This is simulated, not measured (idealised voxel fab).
process module | voxel tone inversion
cross-section cut | 160 nm wide | cells 5 nm
A cross-section is a grid of square cells, given in bands from the top down. A band is one or more rows of cells.
Each band's line starts with the height of the band's top and of its bottom, in nm. Then come its materials from left to right, each with its width in nm. One material with "throughout" fills the band from edge to edge. "air" is empty space.
Height 0 is the level under which the wafer as received is all one material. The lowest band goes on downwards, as in "0 down".
A width such as "30 to 40" changes by the same amount from each row of cells to the next, from the band's top row to its bottom row.
"no change" after a step means that no cell of the cross-section changed.
closed voids: empty space of 8 cells or more with no open way to the top, each as width x height at its distance from the left edge, in nm
after a step's settings: what the simulator itself notes on the step
overlay nm, on a step with a mask: how far to the right of its planned place the mask lay; to the left if negative
plan
1 op RECEIVE | material Si
2 op CONFORMAL_DEP | material SiCN | thk nm 5
3 op DIRECTIONAL_DEP | material aC | thk nm 25
4 op PATTERN | tone cover | mask id POSTS | material resist | width nm 25 | pitch nm 40 | thk nm 30 | overlay nm 0
5 op DIRECTIONAL_ETCH | etch materials aC | depth nm 25
6 op STRIP | etch materials resist
7 op FILL_DEP | material SiO2 | thk nm 5
8 op CMP | height nm 30
9 op STRIP | etch materials aC
first wafer, as planned
as received, after step 1
  0 down: Si throughout
  closed voids: none
after step 2
  5 to 0: SiCN throughout
  below 0: unchanged
after step 3
  30 to 5: aC throughout
  below 5: unchanged
after step 4
  60 to 30: air 25 | resist 25 | air 15 | resist 25 | air 15 | resist 25 | air 30
  below 30: unchanged
after step 5
  35 to 30: air 25 | resist 25 | air 15 | resist 25 | air 15 | resist 25 | air 30
  30 to 5: air 25 | aC 25 | air 15 | aC 25 | air 15 | aC 25 | air 30
  below 5: unchanged
after step 6
  30 to 5: air 25 | aC 25 | air 15 | aC 25 | air 15 | aC 25 | air 30
  below 5: unchanged
after step 7
  35 to 30: SiO2 throughout
  30 to 5: SiO2 25 | aC 25 | SiO2 15 | aC 25 | SiO2 15 | aC 25 | SiO2 30
  below 5: unchanged
after step 8
  30 to 5: SiO2 25 | aC 25 | SiO2 15 | aC 25 | SiO2 15 | aC 25 | SiO2 30
  below 5: unchanged
after step 9
  30 to 5: SiO2 25 | air 25 | SiO2 15 | air 25 | SiO2 15 | air 25 | SiO2 30
  below 5: unchanged
second wafer: like start, like plan, one mistake. Through step 1 it matches the first wafer
when step 2 should have ended: no change
when step 3 should have ended
  25 to 0: aC throughout
  below 0: unchanged
when step 4 should have ended
  55 to 25: air 25 | resist 25 | air 15 | resist 25 | air 15 | resist 25 | air 30
  below 25: unchanged
when step 5 should have ended
  30 to 25: air 25 | resist 25 | air 15 | resist 25 | air 15 | resist 25 | air 30
  25 to 0: air 25 | aC 25 | air 15 | aC 25 | air 15 | aC 25 | air 30
  below 0: unchanged
when step 6 should have ended
  25 to 0: air 25 | aC 25 | air 15 | aC 25 | air 15 | aC 25 | air 30
  below 0: unchanged
when step 7 should have ended
  30 to 25: SiO2 throughout
  25 to 0: SiO2 25 | aC 25 | SiO2 15 | aC 25 | SiO2 15 | aC 25 | SiO2 30
  below 0: unchanged
when step 8 should have ended: no change
when step 9 should have ended: no change
what went wrong: step 2 was left out
at the end the second wafer has, in cells: 32 fewer of SiCN | 32 more of SiO2 | 75 more of aC
